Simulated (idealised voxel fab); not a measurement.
Proc. module: voxel transistor to metal
The figure presents cross-section cut, which has a width of 140 nm and is divided into square cells with an edge length of 5 nm.
For the purposes of this document, a cross-section shall be understood as a grid of square cells, specified as bands listed in top-to-bottom order, each band consisting of one or more rows of cells.
Look at the band entry: it leads with the top's height and the bottom's height in nm. Then it lists the materials left to right, with a width in nm for each. The word "all across" on a single material says that material fills the band edge to edge. The word "blank" is empty space.
Zero point of the height axis is 0; under it, received wafer = one material. Lowest band: continues down indefinitely, "0..down".
So if you see something like "30..40" for the width, read it as the top row of the band sitting at the first number and the bottom row at the second, with every row in between moving by the same amount as the last.
Step note "nothing changed" = no cross-section cell changed.
"Voids, fully enclosed": empty spaces of 8 cells or more with no open way to the top, each given as width x height at distance, distance from the left edge, all in nm.
The remark found on a step's line after its settings is issued by the simulator itself and pertains to that step.
overlay nm: mask right of planned place by this much (step with mask). Neg. = left.

**The steps planned for the process are as follows**
| 1 | RECEIVE: material Si |
| 2 | CONFORMAL_DEP: material SiO2, thk nm 5 |
| 3 | CONFORMAL_DEP: material SiN, thk nm 10 |
| 4 | MASKED_ETCH: tone cover, mask id ACTIVE, width nm 95, etch materials SiN, depth nm 10, overlay nm 0 |
| 5 | MASKED_ETCH: tone cover, mask id ACTIVE, width nm 95, etch materials SiO2, depth nm 5, overlay nm 0 |
| 6 | MASKED_ETCH: tone cover, mask id ACTIVE, width nm 95, etch materials Si, depth nm 35, overlay nm 0 |
| 7 | FILL_DEP: material SiO2, thk nm 10 |
| 8 | CMP: height nm 15 |
| 9 | SELECTIVE_ETCH: etch materials SiO2, depth nm 5 |
| 10 | STRIP: etch materials SiN |
| 11 | SELECTIVE_ETCH: etch materials SiO2, depth nm 5 |
| 12 | OXIDIZE: depth nm 5 |
| 13 | DIRECTIONAL_DEP: material polySi, thk nm 25 |
| 14 | DIRECTIONAL_DEP: material SiCN, thk nm 15 |
| 15 | DIRECTIONAL_DEP: material aC, thk nm 10 |
| 16 | PATTERN: tone cover, mask id GATE, material resist, width nm 15, thk nm 25, overlay nm 0 |
| 17 | DIRECTIONAL_ETCH: etch materials aC, depth nm 10 |
| 18 | STRIP: etch materials resist |
| 19 | DIRECTIONAL_ETCH: etch materials SiCN, depth nm 25 |
| 20 | DIRECTIONAL_ETCH: etch materials polySi, depth nm 35 |
| 21 | STRIP: etch materials aC |
| 22 | CONFORMAL_DEP: material SiO2, thk nm 5 |
| 23 | DIRECTIONAL_ETCH: etch materials SiO2, depth nm 5 |
| 24 | CONFORMAL_DEP: material SiN, thk nm 5 |
| 25 | DIRECTIONAL_ETCH: etch materials SiN, depth nm 5 |
| 26 | DIRECTIONAL_ETCH: etch materials SiO2, depth nm 5 |
| 27 | DIRECTIONAL_ETCH: etch materials Si, depth nm 15 |
| 28 | EPI: material nSi, thk nm 20 |
| 29 | FILL_DEP: material SiO2, thk nm 5 |
| 30 | CMP: height nm 40 |
| 31 | DIRECTIONAL_DEP: material SiO2, thk nm 10 |
| 32 | MASKED_ETCH: tone open, mask id CONTACT, width nm 30, pitch nm 55, etch materials SiO2, depth nm 35, overlay nm 0 |
| 33 | CONFORMAL_DEP: material TiN, thk nm 5 |
| 34 | FILL_DEP: material W, thk nm 10 |
| 35 | CMP: height nm 50 |
| 36 | DIRECTIONAL_DEP: material TiN, thk nm 5 |
| 37 | DIRECTIONAL_DEP: material Ru, thk nm 20 |
| 38 | DIRECTIONAL_DEP: material aC, thk nm 15 |
| 39 | PATTERN: tone cover, mask id METAL_1, material resist, width nm 20, pitch nm 65, thk nm 30, overlay nm 0 |
| 40 | DIRECTIONAL_ETCH: etch materials aC, depth nm 15 |
| 41 | STRIP: etch materials resist |
| 42 | DIRECTIONAL_ETCH: etch materials Ru, depth nm 20 |
| 43 | DIRECTIONAL_ETCH: etch materials TiN, depth nm 5 |
| 44 | STRIP: etch materials aC |
| 45 | CONFORMAL_DEP: material SiCN, thk nm 5 |
| 46 | FILL_DEP: material SiO2, thk nm 10 |
| 47 | CMP: height nm 75 |
| 48 | CONFORMAL_DEP: material SiN, thk nm 5 |

**Wafer at receipt (post step 1), cross-section**
	0..down  Si all across
	Voids, fully enclosed: none

**End state of the module in cross-section, given the above starting point and plan and one mistake in execution**
	95..90  SiN all across
	90..80  SiO2 all across
	80..75  20 of SiO2 | 30 of SiCN | 35 of SiO2 | 30 of SiCN | 25 of SiO2
	75..55  20 of SiO2 | 5 of SiCN | 20 of Ru | 5 of SiCN | 35 of SiO2 | 5 of SiCN | 20 of Ru | 5 of SiCN | 25 of SiO2
	55..50  25 of SiCN | 20 of TiN | 45 of SiCN | 20 of TiN | 30 of SiCN
	50..40  25 of SiO2 | 5 of TiN | 20..15 of W | 5..10 of TiN | 25 of SiO2 | 5..10 of TiN | 20..15 of W | 5 of TiN | 30 of SiO2
	40..25  25 of SiO2 | 5 of TiN | 15 of W | 5 of TiN | 5 of SiN | 5 of SiO2 | 15 of SiCN | 5 of SiO2 | 5 of SiN | 5 of TiN | 15 of W | 5 of TiN | 30 of SiO2
	25..20  25 of SiO2 | 5 of TiN | 15 of W | 5 of TiN | 5 of SiN | 5 of SiO2 | 15 of polySi | 5 of SiO2 | 5 of SiN | 5 of TiN | 15 of W | 5 of TiN | 30 of SiO2
	20..15  25 of SiO2 | 25 of TiN | 5 of SiN | 5 of SiO2 | 15 of polySi | 5 of SiO2 | 5 of SiN | 25 of TiN | 30 of SiO2
	15..5  15 of SiO2 | 35 of nSi | 5 of SiN | 5 of SiO2 | 15 of polySi | 5 of SiO2 | 5 of SiN | 35 of nSi | 20 of SiO2
	5..0  15 of SiO2 | 5 of nSi | 5 of SiN | 25 of nSi | 5 of SiN | 5 of SiO2 | 15 of polySi | 5 of SiO2 | 5 of SiN | 25 of nSi | 5 of SiN | 5 of nSi | 20 of SiO2
	0..-5  25 of SiO2 | 25 of nSi | 35 of SiO2 | 25 of nSi | 30 of SiO2
	-5..-20  20 of SiO2 | 5 of Si | 25 of nSi | 35 of Si | 25 of nSi | 5 of Si | 25 of SiO2
	-20..-35  20 of SiO2 | 95 of Si | 25 of SiO2
	-35..down  Si all across
	Voids, fully enclosed: none
So what did we get wrong on this run? step 47 from the plan never happened, it was just skipped
